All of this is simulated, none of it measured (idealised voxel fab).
Presented below is a process module, voxel gate over fins.
Pictured: cross-section cut, 265 nm wide, on a grid of 5 nm square cells.
Cross-section format: a grid of square cells, given as bands from top to bottom; each band is one or more rows of cells. First you get the band's top height and its bottom height, in nm, and then the materials it's made of, left to right, with each width in nm. If you see a single material with "throughout", that one covers the band edge to edge. "air" is empty space. For the purposes of this specification, 0 denotes the height below which the wafer in its as-received condition is composed wholly of one material, and the lowermost band, lacking a lower limit, extends downward without end, as expressed in "from 0 down". Width: "30->40" (first number = top row, second number = bottom row, same change from row to row of cells). Where a step carries "all unchanged", the cross-section came out of it unchanged, cell for cell. Empty spaces without an open route to the top, at least 8 cells in extent, make up the entry "Enclosed cavity list"; each is given as width x height at distance, where the distance is measured from the left edge, and all are in nm. Heads up: the bit after the settings on a step's line is the simulator's remark on that step. overlay nm: right-of-plan distance of the mask on a masked step; negative values mean left-of-plan.

[The following list gives the planned process steps]
1 op RECEIVE | material Si
2 op CONFORMAL_DEP | material SiN | thk nm 5
3 op DIRECTIONAL_DEP | material aC | thk nm 10
4 op PATTERN | tone cover | mask id FINS | material resist | width nm 15 | pitch nm 40 | thk nm 30 | overlay nm 0
5 op DIRECTIONAL_ETCH | etch materials aC | depth nm 10
6 op STRIP | etch materials resist
7 op DIRECTIONAL_ETCH | etch materials SiN | depth nm 5
8 op DIRECTIONAL_ETCH | etch materials Si | depth nm 30
9 op STRIP | etch materials aC
10 op OXIDIZE | depth nm 5
11 op FILL_DEP | material SiO2 | thk nm 15
12 op CMP | height nm 5
13 op SELECTIVE_ETCH | etch materials SiO2 | depth nm 20
14 op STRIP | etch materials SiN
15 op CONFORMAL_DEP | material HfO2 | thk nm 5
16 op CONFORMAL_DEP | material TiN | thk nm 5
17 op FILL_DEP | material W | thk nm 15
18 op CMP | height nm 20
19 op CONFORMAL_DEP | material SiN | thk nm 10

[This is the cross-section of the wafer as we received it, i.e. after step 1]
    from 0 down = Si throughout
    Enclosed cavity list: none

[Wafer cross-section at end of module: start and plan as shown above, one execution error]
    from 30 to 20 = SiN throughout
    from 20 to 10 = W throughout
    from 10 to 5 = W 100 | TiN 25 | W 15 | TiN 25 | W 100
    from 5 to 0 = W 100 | TiN 5 | HfO2 15 | TiN 5 | W 15 | TiN 5 | HfO2 15 | TiN 5 | W 100
    from 0 to -5 = W 100 | TiN 5 | HfO2 5 | Si 5 | HfO2 5 | TiN 5 | W 15 | TiN 5 | HfO2 5 | Si 5 | HfO2 5 | TiN 5 | W 100
    from -5 to -10 = TiN 95 | W 5 | TiN 5 | HfO2 5 | Si 5 | HfO2 5 | TiN 5 | W 15 | TiN 5 | HfO2 5 | Si 5 | HfO2 5 | TiN 5 | W 5 | TiN 95
    from -10 to -15 = HfO2 90 | TiN 15 | HfO2 5 | Si 5 | HfO2 5 | TiN 25 | HfO2 5 | Si 5 | HfO2 5 | TiN 15 | HfO2 90
    from -15 to -20 = SiO2 85 | HfO2 25 | Si 5 | HfO2 35 | Si 5 | HfO2 25 | SiO2 85
    from -20 to -35 = SiO2 110 | Si 5 | SiO2 35 | Si 5 | SiO2 110
    from -35 down = Si throughout
    Enclosed cavity list: none
Which mistake was made when the wafer was run? contrary to the plan, steps 13 and 14 were processed in exchanged order
